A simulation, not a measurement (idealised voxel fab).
voxel double patterning: a process module
Each square cell in cross-section cut measures 5 nm, and the section as a whole is 245 nm wide.
For the purposes of this document, a cross-section shall be understood as a grid of square cells, specified as bands listed in top-to-bottom order, each band consisting of one or more rows of cells.
Top, bottom (nm), then materials left to right with widths (nm); lone material tagged "everywhere" fills the whole band edge to edge; "air" = empty space.
We count height from 0. Below that, the starting wafer is all one material. The lowest band never ends at the bottom but goes on down; see "0 down" for how that is written.
Graded width ("30->40"): value in top row of band = first number; value in bottom row = second number; row-to-row change constant.
For the purposes of this document, the phrase "nothing altered" attached to a step denotes that no cell within the cross-section was modified by that step.
In "Sealed cavities" the enclosed voids are listed, meaning empty spaces of 8 cells or larger without any opening to the top. The form is width x height at distance, distance from the left edge, units nm.
On each step's line, the part that comes after the settings is the simulator's own comment on the step.
overlay nm: mask offset rightward from planned place, masked step; negative means leftward offset.
Each pair below shows a cross-section before one step and the cross-section after it, down to the lowest band that changed. The line under each pair gives the step between them, with its settings. The pairs can come from different runs of this module on the same starting wafer, so a pair continues from the pair above only where its "Before processing" says so.
Before processing
> 0 down: Si everywhere
> Sealed cavities: none
State After Step
> 10 to 0: SiO2 everywhere
> Everything below 0 is unchanged.
> Sealed cavities: none
Which step turns the before cross-section above into the after cross-section? CONFORMAL_DEP: material SiO2, thk nm 10
Before processing: the wafer arrives at this step looking as the after cross-section in the pair just above shows it.
State After Step
> 25 to 10: W everywhere
> Everything below 10 is unchanged.
> Sealed cavities: none
Which step turns the before cross-section above into the after cross-section? DIRECTIONAL_DEP: material W, thk nm 15
Before processing: the wafer arrives at this step looking as the after cross-section in the pair just above shows it.
State After Step
> 30 to 25: SiN everywhere
> Everything below 25 is unchanged.
> Sealed cavities: none
Which step turns the before cross-section above into the after cross-section? DIRECTIONAL_DEP: material SiN, thk nm 5
Before processing: the wafer arrives at this step looking as the after cross-section in the pair just above shows it.
State After Step
> 50 to 30: resist (90), then air (15), then resist (35), then air (15), then resist (90)
> Everything below 30 is unchanged.
> Sealed cavities: none
Which step turns the before cross-section above into the after cross-section? PATTERN: tone open, mask id FIRST, material resist, width nm 15, pitch nm 50, thk nm 20, overlay nm 0
Before processing: the wafer arrives at this step looking as the after cross-section in the pair just above shows it.
State After Step
> 50 to 30: resist (90), then air (15), then resist (35), then air (15), then resist (90)
> 30 to 25: SiN (90), then air (15), then SiN (35), then air (15), then SiN (90)
> Everything below 25 is unchanged.
> Sealed cavities: none
Which step turns the before cross-section above into the after cross-section? DIRECTIONAL_ETCH: etch materials SiN, depth nm 5
Before processing: the wafer arrives at this step looking as the after cross-section in the pair just above shows it.
State After Step
> 30 to 25: SiN (90), then air (15), then SiN (35), then air (15), then SiN (90)
> Everything below 25 is unchanged.
> Sealed cavities: none
Which step turns the before cross-section above into the after cross-section? STRIP: etch materials resist
Before processing: the wafer arrives at this step looking as the after cross-section in the pair just above shows it.
State After Step
> 30 to 25: SiN (90), then air (15), then SiN (10), then air (15), then SiN (10), then air (15), then SiN (90)
> Everything below 25 is unchanged.
> Sealed cavities: none
Which step turns the before cross-section above into the after cross-section? MASKED_ETCH: tone open, mask id SECOND, width nm 15, etch materials SiN, depth nm 5, overlay nm 0
Before processing: the wafer arrives at this step looking as the after cross-section in the pair just above shows it.
State After Step
> 30 to 25: SiN (90), then air (15), then SiN (10), then air (15), then SiN (10), then air (15), then SiN (90)
> 25 to 10: W (90), then air (15), then W (10), then air (15), then W (10), then air (15), then W (90)
> Everything below 10 is unchanged.
> Sealed cavities: none
Which step turns the before cross-section above into the after cross-section? DIRECTIONAL_ETCH: etch materials W, depth nm 15
Before processing: the wafer arrives at this step looking as the after cross-section in the pair just above shows it.
State After Step
> 25 to 10: W (90), then air (15), then W (10), then air (15), then W (10), then air (15), then W (90)
> Everything below 10 is unchanged.
> Sealed cavities: none
Which step turns the before cross-section above into the after cross-section? STRIP: etch materials SiN
Before processing
> 25 to 10: W everywhere
> 10 to 0: SiO2 everywhere
> 0 down: Si everywhere
> Sealed cavities: none
State After Step
> 40 to 10: W everywhere
> Everything below 10 is unchanged.
> Sealed cavities: none
Which step turns the before cross-section above into the after cross-section? DIRECTIONAL_DEP: material W, thk nm 15
Before processing: the wafer arrives at this step looking as the after cross-section in the pair just above shows it.
State After Step
> 45 to 40: SiN everywhere
> Everything below 40 is unchanged.
> Sealed cavities: none
Which step turns the before cross-section above into the after cross-section? DIRECTIONAL_DEP: material SiN, thk nm 5
Before processing: the wafer arrives at this step looking as the after cross-section in the pair just above shows it.
State After Step
> 65 to 45: resist (90), then air (15), then resist (35), then air (15), then resist (90)
> Everything below 45 is unchanged.
> Sealed cavities: none
Which step turns the before cross-section above into the after cross-section? PATTERN: tone open, mask id FIRST, material resist, width nm 15, pitch nm 50, thk nm 20, overlay nm 0
Before processing: the wafer arrives at this step looking as the after cross-section in the pair just above shows it.
State After Step
> 65 to 45: resist (90), then air (15), then resist (35), then air (15), then resist (90)
> 45 to 40: SiN (90), then air (15), then SiN (35), then air (15), then SiN (90)
> Everything below 40 is unchanged.
> Sealed cavities: none
Which step turns the before cross-section above into the after cross-section? DIRECTIONAL_ETCH: etch materials SiN, depth nm 5
Before processing: the wafer arrives at this step looking as the after cross-section in the pair just above shows it.
State After Step
> 45 to 40: SiN (90), then air (15), then SiN (35), then air (15), then SiN (90)
> Everything below 40 is unchanged.
> Sealed cavities: none
Which step turns the before cross-section above into the after cross-section? STRIP: etch materials resist
Before processing: the wafer arrives at this step looking as the after cross-section in the pair just above shows it.
State After Step
> 45 to 40: SiN (90), then air (15), then SiN (10), then air (15), then SiN (10), then air (15), then SiN (90)
> Everything below 40 is unchanged.
> Sealed cavities: none
Which step turns the before cross-section above into the after cross-section? MASKED_ETCH: tone open, mask id SECOND, width nm 15, etch materials SiN, depth nm 5, overlay nm 0
Before processing: the wafer arrives at this step looking as the after cross-section in the pair just above shows it.
State After Step
> 45 to 40: SiN (90), then air (15), then SiN (10), then air (15), then SiN (10), then air (15), then SiN (90)
> 40 to 25: W (90), then air (15), then W (10), then air (15), then W (10), then air (15), then W (90)
> Everything below 25 is unchanged.
> Sealed cavities: none
Which step turns the before cross-section above into the after cross-section? DIRECTIONAL_ETCH: etch materials W, depth nm 15
Before processing: the wafer arrives at this step looking as the after cross-section in the pair just above shows it.
State After Step
> 40 to 25: W (90), then air (15), then W (10), then air (15), then W (10), then air (15), then W (90)
> Everything below 25 is unchanged.
> Sealed cavities: none
Which step turns the before cross-section above into the after cross-section? STRIP: etch materials SiN
Before processing
> 0 down: Si everywhere
> Sealed cavities: none
State After Step
> 15 to 0: W everywhere
> Everything below 0 is unchanged.
> Sealed cavities: none
Which step turns the before cross-section above into the after cross-section? DIRECTIONAL_DEP: material W, thk nm 15
Before processing: the wafer arrives at this step looking as the after cross-section in the pair just above shows it.
State After Step
> 25 to 15: SiO2 everywhere
> Everything below 15 is unchanged.
> Sealed cavities: none
Which step turns the before cross-section above into the after cross-section? CONFORMAL_DEP: material SiO2, thk nm 10
Before processing: the wafer arrives at this step looking as the after cross-section in the pair just above shows it.
State After Step
> 30 to 25: SiN everywhere
> Everything below 25 is unchanged.
> Sealed cavities: none
Which step turns the before cross-section above into the after cross-section? DIRECTIONAL_DEP: material SiN, thk nm 5
Before processing: the wafer arrives at this step looking as the after cross-section in the pair just above shows it.
State After Step
> 50 to 30: resist (90), then air (15), then resist (35), then air (15), then resist (90)
> Everything below 30 is unchanged.
> Sealed cavities: none
Which step turns the before cross-section above into the after cross-section? PATTERN: tone open, mask id FIRST, material resist, width nm 15, pitch nm 50, thk nm 20, overlay nm 0
Before processing: the wafer arrives at this step looking as the after cross-section in the pair just above shows it.
State After Step
> 50 to 30: resist (90), then air (15), then resist (35), then air (15), then resist (90)
> 30 to 25: SiN (90), then air (15), then SiN (35), then air (15), then SiN (90)
> Everything below 25 is unchanged.
> Sealed cavities: none
Which step turns the before cross-section above into the after cross-section? DIRECTIONAL_ETCH: etch materials SiN, depth nm 5
Before processing: the wafer arrives at this step looking as the after cross-section in the pair just above shows it.
State After Step
> 30 to 25: SiN (90), then air (15), then SiN (35), then air (15), then SiN (90)
> Everything below 25 is unchanged.
> Sealed cavities: none
Which step turns the before cross-section above into the after cross-section? STRIP: etch materials resist
Before processing: the wafer arrives at this step looking as the after cross-section in the pair just above shows it.
State After Step
> 30 to 25: SiN (90), then air (15), then SiN (10), then air (15), then SiN (10), then air (15), then SiN (90)
> Everything below 25 is unchanged.
> Sealed cavities: none
Which step turns the before cross-section above into the after cross-section? MASKED_ETCH: tone open, mask id SECOND, width nm 15, etch materials SiN, depth nm 5, overlay nm 0
Before processing: the wafer arrives at this step looking as the after cross-section in the pair just above shows it.
State After Step
> 25 to 15: SiO2 everywhere
> Everything below 15 is unchanged.
> Sealed cavities: none
Which step turns the before cross-section above into the after cross-section? STRIP: etch materials SiN
Before processing
> 10 to 0: SiO2 everywhere
> 0 down: Si everywhere
> Sealed cavities: none
State After Step
> 30 to 10: W everywhere
> Everything below 10 is unchanged.
> Sealed cavities: none
Which step turns the before cross-section above into the after cross-section? DIRECTIONAL_DEP: material W, thk nm 20
Before processing: the wafer arrives at this step looking as the after cross-section in the pair just above shows it.
State After Step
> 35 to 30: SiN everywhere
> Everything below 30 is unchanged.
> Sealed cavities: none
Which step turns the before cross-section above into the after cross-section? DIRECTIONAL_DEP: material SiN, thk nm 5
Before processing: the wafer arrives at this step looking as the after cross-section in the pair just above shows it.
State After Step
> 55 to 35: resist (90), then air (15), then resist (35), then air (15), then resist (90)
> Everything below 35 is unchanged.
> Sealed cavities: none
Which step turns the before cross-section above into the after cross-section? PATTERN: tone open, mask id FIRST, material resist, width nm 15, pitch nm 50, thk nm 20, overlay nm 0
Before processing: the wafer arrives at this step looking as the after cross-section in the pair just above shows it.
State After Step
> 55 to 35: resist (90), then air (15), then resist (35), then air (15), then resist (90)
> 35 to 30: SiN (90), then air (15), then SiN (35), then air (15), then SiN (90)
> Everything below 30 is unchanged.
> Sealed cavities: none
Which step turns the before cross-section above into the after cross-section? DIRECTIONAL_ETCH: etch materials SiN, depth nm 5
Before processing: the wafer arrives at this step looking as the after cross-section in the pair just above shows it.
State After Step
> 35 to 30: SiN (90), then air (15), then SiN (35), then air (15), then SiN (90)
> Everything below 30 is unchanged.
> Sealed cavities: none
Which step turns the before cross-section above into the after cross-section? STRIP: etch materials resist
Before processing: the wafer arrives at this step looking as the after cross-section in the pair just above shows it.
State After Step
> 35 to 30: SiN (90), then air (15), then SiN (10), then air (15), then SiN (10), then air (15), then SiN (90)
> Everything below 30 is unchanged.
> Sealed cavities: none
Which step turns the before cross-section above into the after cross-section? MASKED_ETCH: tone open, mask id SECOND, width nm 15, etch materials SiN, depth nm 5, overlay nm 0
Before processing: the wafer arrives at this step looking as the after cross-section in the pair just above shows it.
State After Step
> 35 to 30: SiN (90), then air (15), then SiN (10), then air (15), then SiN (10), then air (15), then SiN (90)
> 30 to 15: W (90), then air (15), then W (10), then air (15), then W (10), then air (15), then W (90)
> Everything below 15 is unchanged.
> Sealed cavities: none
Which step turns the before cross-section above into the after cross-section? DIRECTIONAL_ETCH: etch materials W, depth nm 15
Before processing: the wafer arrives at this step looking as the after cross-section in the pair just above shows it.
State After Step
> 30 to 15: W (90), then air (15), then W (10), then air (15), then W (10), then air (15), then W (90)
> Everything below 15 is unchanged.
> Sealed cavities: none
Which step turns the before cross-section above into the after cross-section? STRIP: etch materials SiN
Before processing
> 30 to 25: SiN everywhere
> 25 to 10: W everywhere
> 10 to 0: SiO2 everywhere
> 0 down: Si everywhere
> Sealed cavities: none
State After Step
> 50 to 30: resist (90), then air (20), then resist (30), then air (20), then resist (85)
> Everything below 30 is unchanged.
> Sealed cavities: none
Which step turns the before cross-section above into the after cross-section? PATTERN: tone open, mask id FIRST, material resist, width nm 20, pitch nm 50, thk nm 20, overlay nm 0
Before processing: the wafer arrives at this step looking as the after cross-section in the pair just above shows it.
State After Step
> 50 to 30: resist (90), then air (20), then resist (30), then air (20), then resist (85)
> 30 to 25: SiN (90), then air (20), then SiN (30), then air (20), then SiN (85)
> Everything below 25 is unchanged.
> Sealed cavities: none
Which step turns the before cross-section above into the after cross-section? DIRECTIONAL_ETCH: etch materials SiN, depth nm 5
Before processing: the wafer arrives at this step looking as the after cross-section in the pair just above shows it.
State After Step
> 30 to 25: SiN (90), then air (20), then SiN (30), then air (20), then SiN (85)
> Everything below 25 is unchanged.
> Sealed cavities: none
Which step turns the before cross-section above into the after cross-section? STRIP: etch materials resist
Before processing: the wafer arrives at this step looking as the after cross-section in the pair just above shows it.
State After Step
> 30 to 25: SiN (90), then air (20), then SiN (5), then air (15), then SiN (10), then air (20), then SiN (85)
> Everything below 25 is unchanged.
> Sealed cavities: none
Which step turns the before cross-section above into the after cross-section? MASKED_ETCH: tone open, mask id SECOND, width nm 15, etch materials SiN, depth nm 5, overlay nm 0
Before processing: the wafer arrives at this step looking as the after cross-section in the pair just above shows it.
State After Step
> 30 to 25: SiN (90), then air (20), then SiN (5), then air (15), then SiN (10), then air (20), then SiN (85)
> 25 to 10: W (90), then air (20), then W (5), then air (15), then W (10), then air (20), then W (85)
> Everything below 10 is unchanged.
> Sealed cavities: none
Which step turns the before cross-section above into the after cross-section? DIRECTIONAL_ETCH: etch materials W, depth nm 15
Before processing: the wafer arrives at this step looking as the after cross-section in the pair just above shows it.
State After Step
> 25 to 10: W (90), then air (20), then W (5), then air (15), then W (10), then air (20), then W (85)
> Everything below 10 is unchanged.
> Sealed cavities: none
Which step turns the before cross-section above into the after cross-section? STRIP: etch materials SiN
Before processing
> 30 to 25: SiN everywhere
> 25 to 10: W everywhere
> 10 to 0: SiO2 everywhere
> 0 down: Si everywhere
> Sealed cavities: none
State After Step
> 50 to 30: resist (85), then air (15), then resist (35), then air (15), then resist (95)
> Everything below 30 is unchanged.
> Sealed cavities: none
Which step turns the before cross-section above into the after cross-section? PATTERN: tone open, mask id FIRST, material resist, width nm 15, pitch nm 50, thk nm 20, overlay nm -5
Before processing: the wafer arrives at this step looking as the after cross-section in the pair just above shows it.
State After Step
> 50 to 30: resist (85), then air (15), then resist (35), then air (15), then resist (95)
> 30 to 25: SiN (85), then air (15), then SiN (35), then air (15), then SiN (95)
> Everything below 25 is unchanged.
> Sealed cavities: none
Which step turns the before cross-section above into the after cross-section? DIRECTIONAL_ETCH: etch materials SiN, depth nm 5
Before processing: the wafer arrives at this step looking as the after cross-section in the pair just above shows it.
State After Step
> 30 to 25: SiN (85), then air (15), then SiN (35), then air (15), then SiN (95)
> Everything below 25 is unchanged.
> Sealed cavities: none
Which step turns the before cross-section above into the after cross-section? STRIP: etch materials resist
Before processing: the wafer arrives at this step looking as the after cross-section in the pair just above shows it.
State After Step
> 30 to 25: SiN (85), then air (15), then SiN (15), then air (15), then SiN (5), then air (15), then SiN (95)
> Everything below 25 is unchanged.
> Sealed cavities: none
Which step turns the before cross-section above into the after cross-section? MASKED_ETCH: tone open, mask id SECOND, width nm 15, etch materials SiN, depth nm 5, overlay nm 0
Before processing: the wafer arrives at this step looking as the after cross-section in the pair just above shows it.
State After Step
> 30 to 25: SiN (85), then air (15), then SiN (15), then air (15), then SiN (5), then air (15), then SiN (95)
> 25 to 10: W (85), then air (15), then W (15), then air (15), then W (5), then air (15), then W (95)
> Everything below 10 is unchanged.
> Sealed cavities: none
Which step turns the before cross-section above into the after cross-section? DIRECTIONAL_ETCH: etch materials W, depth nm 15
Before processing: the wafer arrives at this step looking as the after cross-section in the pair just above shows it.
State After Step
> 25 to 10: W (85), then air (15), then W (15), then air (15), then W (5), then air (15), then W (95)
> Everything below 10 is unchanged.
> Sealed cavities: none
Which step turns the before cross-section above into the after cross-section? STRIP: etch materials SiN
Before processing
> 0 down: Si everywhere
> Sealed cavities: none
State After Step
> 10 to 0: W everywhere
> Everything below 0 is unchanged.
> Sealed cavities: none
Which step turns the before cross-section above into the after cross-section? CONFORMAL_DEP: material W, thk nm 10
Before processing: the wafer arrives at this step looking as the after cross-section in the pair just above shows it.
State After Step
> 25 to 0: W everywhere
> Everything below 0 is unchanged.
> Sealed cavities: none
Which step turns the before cross-section above into the after cross-section? DIRECTIONAL_DEP: material W, thk nm 15
Before processing: the wafer arrives at this step looking as the after cross-section in the pair just above shows it.
State After Step
> 30 to 25: SiN everywhere
> Everything below 25 is unchanged.
> Sealed cavities: none
Which step turns the before cross-section above into the after cross-section? DIRECTIONAL_DEP: material SiN, thk nm 5
Before processing: the wafer arrives at this step looking as the after cross-section in the pair just above shows it.
State After Step
> 50 to 30: resist (90), then air (15), then resist (35), then air (15), then resist (90)
> Everything below 30 is unchanged.
> Sealed cavities: none
Which step turns the before cross-section above into the after cross-section? PATTERN: tone open, mask id FIRST, material resist, width nm 15, pitch nm 50, thk nm 20, overlay nm 0
Before processing: the wafer arrives at this step looking as the after cross-section in the pair just above shows it.
State After Step
> 50 to 30: resist (90), then air (15), then resist (35), then air (15), then resist (90)
> 30 to 25: SiN (90), then air (15), then SiN (35), then air (15), then SiN (90)
> Everything below 25 is unchanged.
> Sealed cavities: none
Which step turns the before cross-section above into the after cross-section? DIRECTIONAL_ETCH: etch materials SiN, depth nm 5
Before processing: the wafer arrives at this step looking as the after cross-section in the pair just above shows it.
State After Step
> 30 to 25: SiN (90), then air (15), then SiN (35), then air (15), then SiN (90)
> Everything below 25 is unchanged.
> Sealed cavities: none
Which step turns the before cross-section above into the after cross-section? STRIP: etch materials resist
Before processing: the wafer arrives at this step looking as the after cross-section in the pair just above shows it.
State After Step
> 30 to 25: SiN (90), then air (15), then SiN (10), then air (15), then SiN (10), then air (15), then SiN (90)
> Everything below 25 is unchanged.
> Sealed cavities: none
Which step turns the before cross-section above into the after cross-section? MASKED_ETCH: tone open, mask id SECOND, width nm 15, etch materials SiN, depth nm 5, overlay nm 0
Before processing: the wafer arrives at this step looking as the after cross-section in the pair just above shows it.
State After Step
> 30 to 25: SiN (90), then air (15), then SiN (10), then air (15), then SiN (10), then air (15), then SiN (90)
> 25 to 10: W (90), then air (15), then W (10), then air (15), then W (10), then air (15), then W (90)
> Everything below 10 is unchanged.
> Sealed cavities: none
Which step turns the before cross-section above into the after cross-section? DIRECTIONAL_ETCH: etch materials W, depth nm 15
Before processing: the wafer arrives at this step looking as the after cross-section in the pair just above shows it.
State After Step
> 25 to 10: W (90), then air (15), then W (10), then air (15), then W (10), then air (15), then W (90)
> Everything below 10 is unchanged.
> Sealed cavities: none
Which step turns the before cross-section above into the after cross-section? STRIP: etch materials SiN
Before processing
> 30 to 25: SiN (90), then air (15), then SiN (35), then air (15), then SiN (90)
> 25 to 10: W everywhere
> 10 to 0: SiO2 everywhere
> 0 down: Si everywhere
> Sealed cavities: none
State After Step
> 30 to 25: air (115), then SiN (15), then air (115)
> Everything below 25 is unchanged.
> Sealed cavities: none
Which step turns the before cross-section above into the after cross-section? MASKED_ETCH: tone cover, mask id SECOND, width nm 15, etch materials SiN, depth nm 5, overlay nm 0
Before processing: the wafer arrives at this step looking as the after cross-section in the pair just above shows it.
State After Step
> 30 to 25: air (115), then SiN (15), then air (115)
> 25 to 10: air (115), then W (15), then air (115)
> Everything below 10 is unchanged.
> Sealed cavities: none
Which step turns the before cross-section above into the after cross-section? DIRECTIONAL_ETCH: etch materials W, depth nm 15
Before processing: the wafer arrives at this step looking as the after cross-section in the pair just above shows it.
State After Step
> 25 to 10: air (115), then W (15), then air (115)
> Everything below 10 is unchanged.
> Sealed cavities: none
Which step turns the before cross-section above into the after cross-section? STRIP: etch materials SiN
